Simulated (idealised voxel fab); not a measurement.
Name of the process module below: voxel self aligned contacts
FYI the section here is cut, 270 nm wide, cells are 5 nm squares.
Notation: cross-section as square-cell grid; stated in bands, top first, going down; one or more cell rows per band.
Heights first: top, then bottom, in nm. Then materials, left to right, each with a width in nm. "all across" on a single material: fills the band edge to edge. "empty": empty space.
It should be noted that heights are counted from 0, beneath which the wafer as supplied is of one material throughout, and that the lowest band possesses no lower boundary but continues downward, as written in "0 and below".
The expression "30->40" gives the width at the extremes of the band, the first number at its top row of cells and the second at its bottom row, with the width changing by equal amounts from each row to the next in between.
No cell of the cross-section changed in a step that is given as "no change".
What "Closed cavity list" gives you is every empty space of 8 cells or more that is cut off from the top. Each appears as width x height at distance, with the distance taken from the left edge and width, height and distance all in nm.
Anything after a step's settings on that line? It's the simulator's own note about the step.
Each step line may optionally specify "overlay nm", which for a step with a mask gives the rightward distance between the mask's planned place and where it lay, a negative value indicating the leftward direction.
Below you will find pairs of cross-sections. In each, one shows the wafer before one process step and the other after it, with the after view ending at the lowest band that changed. Under each pair is the step separating them, along with its settings. Do not assume the pairs form a chain: they can come from different runs of this module on the same starting wafer, and a pair continues from the pair above it only when its "Pre-step" entry says so.
**Pre-step**
    70 down to 55  80 resist, 40 empty, 25 resist, 40 empty, 85 resist
    55 down to 50  SiO2 all across
    50 down to 30  45 SiO2, 45 SiN, 20 SiO2, 45 SiN, 20 SiO2, 45 SiN, 50 SiO2
    30 down to 5  45 SiO2, 10 SiN, 25 polySi, 10 SiN, 20 SiO2, 10 SiN, 25 polySi, 10 SiN, 20 SiO2, 10 SiN, 25 polySi, 10 SiN, 50 SiO2
    5 down to 0  SiO2 all across
    0 and below  Si all across
    Closed cavity list: none
**Step Result**
    70 down to 55  80 resist, 40 empty, 25 resist, 40 empty, 85 resist
    55 down to 50  80 SiO2, 40 empty, 25 SiO2, 40 empty, 85 SiO2
    50 down to 30  45 SiO2, 45 SiN, 20 empty, 45 SiN, 20 empty, 45 SiN, 50 SiO2
    30 down to 5  45 SiO2, 10 SiN, 25 polySi, 10 SiN, 20 empty, 10 SiN, 25 polySi, 10 SiN, 20 empty, 10 SiN, 25 polySi, 10 SiN, 50 SiO2
    5 down to 0  90 SiO2, 20 empty, 45 SiO2, 20 empty, 95 SiO2
    Below 0, no change.
    Closed cavity list: none
As a process note, the step between the before and after cross-sections shown above is DIRECTIONAL_ETCH | etch materials SiO2 | depth nm 55
Pre-step: it's just the after picture from the pair right above this one.
**Step Result**
    55 down to 50  80 SiO2, 40 empty, 25 SiO2, 40 empty, 85 SiO2
    Below 50, no change.
    Closed cavity list: none
As a process note, the step between the before and after cross-sections shown above is STRIP | etch materials resist
Pre-step: it's just the after picture from the pair right above this one.
**Step Result**
    60 down to 55  85 TiN, 30 empty, 35 TiN, 30 empty, 90 TiN
    55 down to 50  80 SiO2, 15 TiN, 10 empty, 15 TiN, 25 SiO2, 15 TiN, 10 empty, 15 TiN, 85 SiO2
    50 down to 30  45 SiO2, 45 SiN, 5 TiN, 10 empty, 5 TiN, 45 SiN, 5 TiN, 10 empty, 5 TiN, 45 SiN, 50 SiO2
    30 down to 5  45 SiO2, 10 SiN, 25 polySi, 10 SiN, 5 TiN, 10 empty, 5 TiN, 10 SiN, 25 polySi, 10 SiN, 5 TiN, 10 empty, 5 TiN, 10 SiN, 25 polySi, 10 SiN, 50 SiO2
    5 down to 0  90 SiO2, 20 TiN, 45 SiO2, 20 TiN, 95 SiO2
    Below 0, no change.
    Closed cavity list: none
As a process note, the step between the before and after cross-sections shown above is CONFORMAL_DEP | material TiN | thk nm 5
Pre-step: it's just the after picture from the pair right above this one.
**Step Result**
    65 down to 60  W all across
    60 down to 55  85 TiN, 30 W, 35 TiN, 30 W, 90 TiN
    55 down to 50  80 SiO2, 15 TiN, 10 W, 15 TiN, 25 SiO2, 15 TiN, 10 W, 15 TiN, 85 SiO2
    50 down to 30  45 SiO2, 45 SiN, 5 TiN, 10 W, 5 TiN, 45 SiN, 5 TiN, 10 W, 5 TiN, 45 SiN, 50 SiO2
    30 down to 5  45 SiO2, 10 SiN, 25 polySi, 10 SiN, 5 TiN, 10 W, 5 TiN, 10 SiN, 25 polySi, 10 SiN, 5 TiN, 10 W, 5 TiN, 10 SiN, 25 polySi, 10 SiN, 50 SiO2
    Below 5, no change.
    Closed cavity list: none
As a process note, the step between the before and after cross-sections shown above is FILL_DEP | material W | thk nm 5
Pre-step: it's just the after picture from the pair right above this one.
**Step Result**
    55 down to 50  80 SiO2, 15 TiN, 10 W, 15 TiN, 25 SiO2, 15 TiN, 10 W, 15 TiN, 85 SiO2
    Below 50, no change.
    Closed cavity list: none
As a process note, the step between the before and after cross-sections shown above is CMP | height nm 55
Pre-step: it's just the after picture from the pair right above this one.
**Step Result**
    60 down to 55  SiN all across
    Below 55, no change.
    Closed cavity list: none
As a process note, the step between the before and after cross-sections shown above is CONFORMAL_DEP | material SiN | thk nm 5
**Pre-step**
    55 down to 50  SiO2 all across
    50 down to 30  45 SiO2, 45 SiN, 20 SiO2, 45 SiN, 20 SiO2, 45 SiN, 50 SiO2
    30 down to 5  45 SiO2, 10 SiN, 25 polySi, 10 SiN, 20 SiO2, 10 SiN, 25 polySi, 10 SiN, 20 SiO2, 10 SiN, 25 polySi, 10 SiN, 50 SiO2
    5 down to 0  SiO2 all across
    0 and below  Si all across
    Closed cavity list: none
**Step Result**
    70 down to 55  85 resist, 50 empty, 15 resist, 50 empty, 70 resist
    Below 55, no change.
    Closed cavity list: none
As a process note, the step between the before and after cross-sections shown above is PATTERN | tone open | mask id CONTACT | material resist | width nm 50 | pitch nm 65 | thk nm 15 | overlay nm 10
Pre-step: it's just the after picture from the pair right above this one.
**Step Result**
    70 down to 55  85 resist, 50 empty, 15 resist, 50 empty, 70 resist
    55 down to 50  85 SiO2, 50 empty, 15 SiO2, 50 empty, 70 SiO2
    50 down to 30  45 SiO2, 45 SiN, 20 empty, 45 SiN, 20 empty, 45 SiN, 50 SiO2
    30 down to 5  45 SiO2, 10 SiN, 25 polySi, 10 SiN, 20 empty, 10 SiN, 25 polySi, 10 SiN, 20 empty, 10 SiN, 25 polySi, 10 SiN, 50 SiO2
    5 down to 0  90 SiO2, 20 empty, 45 SiO2, 20 empty, 95 SiO2
    Below 0, no change.
    Closed cavity list: none
As a process note, the step between the before and after cross-sections shown above is DIRECTIONAL_ETCH | etch materials SiO2 | depth nm 55
Pre-step: it's just the after picture from the pair right above this one.
**Step Result**
    55 down to 50  85 SiO2, 50 empty, 15 SiO2, 50 empty, 70 SiO2
    Below 50, no change.
    Closed cavity list: none
As a process note, the step between the before and after cross-sections shown above is STRIP | etch materials resist
Pre-step: it's just the after picture from the pair right above this one.
**Step Result**
    60 down to 55  90 TiN, 40 empty, 25 TiN, 40 empty, 75 TiN
    55 down to 50  85 SiO2, 10 TiN, 10 empty, 30 TiN, 15 SiO2, 10 TiN, 10 empty, 30 TiN, 70 SiO2
    50 down to 30  45 SiO2, 45 SiN, 5 TiN, 10 empty, 5 TiN, 45 SiN, 5 TiN, 10 empty, 5 TiN, 45 SiN, 50 SiO2
    30 down to 5  45 SiO2, 10 SiN, 25 polySi, 10 SiN, 5 TiN, 10 empty, 5 TiN, 10 SiN, 25 polySi, 10 SiN, 5 TiN, 10 empty, 5 TiN, 10 SiN, 25 polySi, 10 SiN, 50 SiO2
    5 down to 0  90 SiO2, 20 TiN, 45 SiO2, 20 TiN, 95 SiO2
    Below 0, no change.
    Closed cavity list: none
As a process note, the step between the before and after cross-sections shown above is CONFORMAL_DEP | material TiN | thk nm 5
Pre-step: it's just the after picture from the pair right above this one.
**Step Result**
    65 down to 60  W all across
    60 down to 55  90 TiN, 40 W, 25 TiN, 40 W, 75 TiN
    55 down to 50  85 SiO2, 10 TiN, 10 W, 30 TiN, 15 SiO2, 10 TiN, 10 W, 30 TiN, 70 SiO2
    50 down to 30  45 SiO2, 45 SiN, 5 TiN, 10 W, 5 TiN, 45 SiN, 5 TiN, 10 W, 5 TiN, 45 SiN, 50 SiO2
    30 down to 5  45 SiO2, 10 SiN, 25 polySi, 10 SiN, 5 TiN, 10 W, 5 TiN, 10 SiN, 25 polySi, 10 SiN, 5 TiN, 10 W, 5 TiN, 10 SiN, 25 polySi, 10 SiN, 50 SiO2
    Below 5, no change.
    Closed cavity list: none
As a process note, the step between the before and after cross-sections shown above is FILL_DEP | material W | thk nm 5
Pre-step: it's just the after picture from the pair right above this one.
**Step Result**
    55 down to 50  85 SiO2, 10 TiN, 10 W, 30 TiN, 15 SiO2, 10 TiN, 10 W, 30 TiN, 70 SiO2
    Below 50, no change.
    Closed cavity list: none
As a process note, the step between the before and after cross-sections shown above is CMP | height nm 55
Pre-step: it's just the after picture from the pair right above this one.
**Step Result**
    60 down to 55  SiN all across
    Below 55, no change.
    Closed cavity list: none
As a process note, the step between the before and after cross-sections shown above is CONFORMAL_DEP | material SiN | thk nm 5
**Pre-step**
    30 down to 5  polySi all across
    5 down to 0  SiO2 all across
    0 and below  Si all across
    Closed cavity list: none
**Step Result**
    50 down to 30  W all across
    Below 30, no change.
    Closed cavity list: none
As a process note, the step between the before and after cross-sections shown above is DIRECTIONAL_DEP | material W | thk nm 20
Pre-step: it's just the after picture from the pair right above this one.
**Step Result**
    60 down to 50  SiN all across
    Below 50, no change.
    Closed cavity list: none
As a process note, the step between the before and after cross-sections shown above is CONFORMAL_DEP | material SiN | thk nm 10
Pre-step: it's just the after picture from the pair right above this one.
**Step Result**
    50 down to 30  W all across
    Below 30, no change.
    Closed cavity list: none
As a process note, the step between the before and after cross-sections shown above is DIRECTIONAL_ETCH | etch materials SiN | depth nm 10
Pre-step: it's just the after picture from the pair right above this one.
**Step Result**
    65 down to 50  SiO2 all across
    Below 50, no change.
    Closed cavity list: none
As a process note, the step between the before and after cross-sections shown above is FILL_DEP | material SiO2 | thk nm 15
Pre-step: it's just the after picture from the pair right above this one.
**Step Result**
    55 down to 50  SiO2 all across
    Below 50, no change.
    Closed cavity list: none
As a process note, the step between the before and after cross-sections shown above is CMP | height nm 55
Pre-step: it's just the after picture from the pair right above this one.
**Step Result**
    70 down to 55  75 resist, 50 empty, 15 resist, 50 empty, 80 resist
    Below 55, no change.
    Closed cavity list: none
As a process note, the step between the before and after cross-sections shown above is PATTERN | tone open | mask id CONTACT | material resist | width nm 50 | pitch nm 65 | thk nm 15 | overlay nm 0
Pre-step: it's just the after picture from the pair right above this one.
**Step Result**
    70 down to 55  75 resist, 50 empty, 15 resist, 50 empty, 80 resist
    55 down to 50  75 SiO2, 50 empty, 15 SiO2, 50 empty, 80 SiO2
    Below 50, no change.
    Closed cavity list: none
As a process note, the step between the before and after cross-sections shown above is DIRECTIONAL_ETCH | etch materials SiO2 | depth nm 55
Pre-step: it's just the after picture from the pair right above this one.
**Step Result**
    55 down to 50  75 SiO2, 50 empty, 15 SiO2, 50 empty, 80 SiO2
    Below 50, no change.
    Closed cavity list: none
As a process note, the step between the before and after cross-sections shown above is STRIP | etch materials resist
Pre-step: it's just the after picture from the pair right above this one.
**Step Result**
    60 down to 55  80 TiN, 40 empty, 25 TiN, 40 empty, 85 TiN
    55 down to 50  75 SiO2, 50 TiN, 15 SiO2, 50 TiN, 80 SiO2
    Below 50, no change.
    Closed cavity list: none
As a process note, the step between the before and after cross-sections shown above is CONFORMAL_DEP | material TiN | thk nm 5
Pre-step: it's just the after picture from the pair right above this one.
**Step Result**
    65 down to 60  W all across
    60 down to 55  80 TiN, 40 W, 25 TiN, 40 W, 85 TiN
    Below 55, no change.
    Closed cavity list: none
As a process note, the step between the before and after cross-sections shown above is FILL_DEP | material W | thk nm 5
Pre-step: it's just the after picture from the pair right above this one.
**Step Result**
    55 down to 50  75 SiO2, 50 TiN, 15 SiO2, 50 TiN, 80 SiO2
    Below 50, no change.
    Closed cavity list: none
As a process note, the step between the before and after cross-sections shown above is CMP | height nm 55
Pre-step: it's just the after picture from the pair right above this one.
**Step Result**
    60 down to 55  SiN all across
    Below 55, no change.
    Closed cavity list: none
As a process note, the step between the before and after cross-sections shown above is CONFORMAL_DEP | material SiN | thk nm 5
**Pre-step**
    50 down to 30  SiN all across
    30 down to 5  polySi all across
    5 down to 0  SiO2 all across
    0 and below  Si all across
    Closed cavity list: none
**Step Result**
    50 down to 30  55 SiN, 25 empty, 40 SiN, 25 empty, 40 SiN, 25 empty, 60 SiN
    Below 30, no change.
    Closed cavity list: none
As a process note, the step between the before and after cross-sections shown above is MASKED_ETCH | tone open | mask id GATE | width nm 25 | pitch nm 65 | etch materials SiN | depth nm 20 | overlay nm 0
Pre-step: it's just the after picture from the pair right above this one.
**Step Result**
    60 down to 40  65 SiN, 5 empty, 60 SiN, 5 empty, 60 SiN, 5 empty, 70 SiN
    40 down to 30  SiN all across
    Below 30, no change.
    Closed cavity list: none
As a process note, the step between the before and after cross-sections shown above is CONFORMAL_DEP | material SiN | thk nm 10
Pre-step: it's just the after picture from the pair right above this one.
**Step Result**
    50 down to 30  65 SiN, 5 empty, 60 SiN, 5 empty, 60 SiN, 5 empty, 70 SiN
    Below 30, no change.
    Closed cavity list: none
As a process note, the step between the before and after cross-sections shown above is DIRECTIONAL_ETCH | etch materials SiN | depth nm 10
Pre-step: it's just the after picture from the pair right above this one.
**Step Result**
    65 down to 50  SiO2 all across
    50 down to 30  65 SiN, 5 SiO2, 60 SiN, 5 SiO2, 60 SiN, 5 SiO2, 70 SiN
    Below 30, no change.
    Closed cavity list: none
As a process note, the step between the before and after cross-sections shown above is FILL_DEP | material SiO2 | thk nm 15
Pre-step: it's just the after picture from the pair right above this one.
**Step Result**
    55 down to 50  SiO2 all across
    Below 50, no change.
    Closed cavity list: none
As a process note, the step between the before and after cross-sections shown above is CMP | height nm 55
Pre-step: it's just the after picture from the pair right above this one.
**Step Result**
    70 down to 55  75 resist, 50 empty, 15 resist, 50 empty, 80 resist
    Below 55, no change.
    Closed cavity list: none
As a process note, the step between the before and after cross-sections shown above is PATTERN | tone open | mask id CONTACT | material resist | width nm 50 | pitch nm 65 | thk nm 15 | overlay nm 0
Pre-step: it's just the after picture from the pair right above this one.
**Step Result**
    70 down to 55  75 resist, 50 empty, 15 resist, 50 empty, 80 resist
    55 down to 50  75 SiO2, 50 empty, 15 SiO2, 50 empty, 80 SiO2
    Below 50, no change.
    Closed cavity list: none
As a process note, the step between the before and after cross-sections shown above is DIRECTIONAL_ETCH | etch materials SiO2 | depth nm 55
Pre-step: it's just the after picture from the pair right above this one.
**Step Result**
    55 down to 50  75 SiO2, 50 empty, 15 SiO2, 50 empty, 80 SiO2
    Below 50, no change.
    Closed cavity list: none
As a process note, the step between the before and after cross-sections shown above is STRIP | etch materials resist
Pre-step: it's just the after picture from the pair right above this one.
**Step Result**
    60 down to 55  80 TiN, 40 empty, 25 TiN, 40 empty, 85 TiN
    55 down to 50  75 SiO2, 50 TiN, 15 SiO2, 50 TiN, 80 SiO2
    Below 50, no change.
    Closed cavity list: none
As a process note, the step between the before and after cross-sections shown above is CONFORMAL_DEP | material TiN | thk nm 5
Pre-step: it's just the after picture from the pair right above this one.
**Step Result**
    65 down to 60  W all across
    60 down to 55  80 TiN, 40 W, 25 TiN, 40 W, 85 TiN
    Below 55, no change.
    Closed cavity list: none
As a process note, the step between the before and after cross-sections shown above is FILL_DEP | material W | thk nm 5
Pre-step: it's just the after picture from the pair right above this one.
**Step Result**
    55 down to 50  75 SiO2, 50 TiN, 15 SiO2, 50 TiN, 80 SiO2
    Below 50, no change.
    Closed cavity list: none
As a process note, the step between the before and after cross-sections shown above is CMP | height nm 55
Pre-step: it's just the after picture from the pair right above this one.
**Step Result**
    60 down to 55  SiN all across
    Below 55, no change.
    Closed cavity list: none
As a process note, the step between the before and after cross-sections shown above is CONFORMAL_DEP | material SiN | thk nm 5
